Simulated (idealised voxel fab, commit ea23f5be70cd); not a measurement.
The process module presented herein is designated voxel self aligned contacts.
The width of the displayed cross-section, cut, is 195 nm; its cells are square, with a size of 5 nm.
This document writes a cross-section as a grid whose cells are square, and gives it as bands, listed from the top down; one or more rows of cells form a band.
The band entry comprises the height of the band's top followed by the height of its bottom, expressed in nm, and subsequently the band's materials from left to right, each stated together with its width in nm. Where a single material is marked with the word "throughout", that material fills the band from edge to edge. The word "empty" represents empty space.
Heights are expressed relative to 0, this being the level below which the as-received wafer comprises one material exclusively. The lowest band is unbounded in the downward direction and is denoted as in "z 0 and below".
The two numbers in a width such as "30 to 40" mark its ends across the band: the first belongs to the top row of cells, the second to the bottom row, and from each row to the next the width moves by the same amount.
Where the words "remained the same" appear for a step, the cross-section shows no cell changed by that step; every cell remained as before.
"Sealed void inventory" means: voids of 8 cells or more that are shut off from the top with no open way through. Written width x height at distance, distance from the left edge, in nm.
What comes after the settings on a step's line is commentary from the simulator itself on that step.
When a step includes a mask, the "overlay nm" setting on its line states how far to the right of its planned place that mask lay, and negative values state how far to the left.
**Process steps foreseen in the plan**
- 1: RECEIVE with material Si
- 2: OXIDIZE with depth nm 5
- 3: DIRECTIONAL_DEP with material polySi, thk nm 20
- 4: DIRECTIONAL_DEP with material SiN, thk nm 25
- 5: MASKED_ETCH with tone cover, mask id GATE, width nm 30, pitch nm 70, etch materials SiN, depth nm 25, overlay nm 0
- 6: MASKED_ETCH with tone cover, mask id GATE, width nm 30, pitch nm 70, etch materials polySi, depth nm 20, overlay nm 0
- 7: CONFORMAL_DEP with material SiN, thk nm 10
- 8: DIRECTIONAL_ETCH with etch materials SiN, depth nm 10
- 9: FILL_DEP with material SiO2, thk nm 15
- 10: CMP with height nm 50
- 11: DIRECTIONAL_DEP with material aC, thk nm 15
- 12: PATTERN with tone open, mask id CONTACT, material resist, width nm 50, thk nm 35, overlay nm 0
- 13: DIRECTIONAL_ETCH with etch materials aC, depth nm 15
- 14: STRIP with etch materials resist
- 15: DIRECTIONAL_ETCH with etch materials SiO2, depth nm 55
- 16: STRIP with etch materials aC
- 17: CONFORMAL_DEP with material TiN, thk nm 5
- 18: FILL_DEP with material Ru, thk nm 10
- 19: CMP with height nm 50
- 20: CONFORMAL_DEP with material SiCN, thk nm 5
**As received (post step 1): cross-section**
> z 0 and below: Si throughout
> Sealed void inventory: none
**First of two wafers, end-of-module section, run followed plan**
> z 55 to 50: SiCN throughout
> z 50 to 45: SiO2=70, TiN=20, Ru=10, TiN=20, SiO2=75
> z 45 to 20: SiO2=35, SiN=50, TiN=5, Ru=10, TiN=5, SiN=50, SiO2=40
> z 20 to 0: SiO2=35, SiN=10, polySi=30, SiN=10, TiN=5, Ru=10, TiN=5, SiN=10, polySi=30, SiN=10, SiO2=40
> z 0 to -5: SiO2=85, TiN=20, SiO2=90
> z -5 and below: Si throughout
> Sealed void inventory: none
**Cross-section, wafer two of two, end of module: same start and plan as wafer one, one error in execution**
> z 55 to 50: SiCN throughout
> z 50 to 45: SiO2=70, TiN=50, SiO2=75
> z 45 to 20: Ru throughout
> z 20 to 0: polySi throughout
> z 0 to -5: SiO2 throughout
> z -5 and below: Si throughout
> Sealed void inventory: none
Nonconformance to the process plan: step 4 did not happen as planned, as run it was DIRECTIONAL_DEP with material Ru, thk nm 25
Final difference in cells, second wafer against first, listed per material as more or fewer: Ru: 175 more, SiN: 132 fewer, SiO2: 131 fewer, TiN: 20 fewer, polySi: 108 more
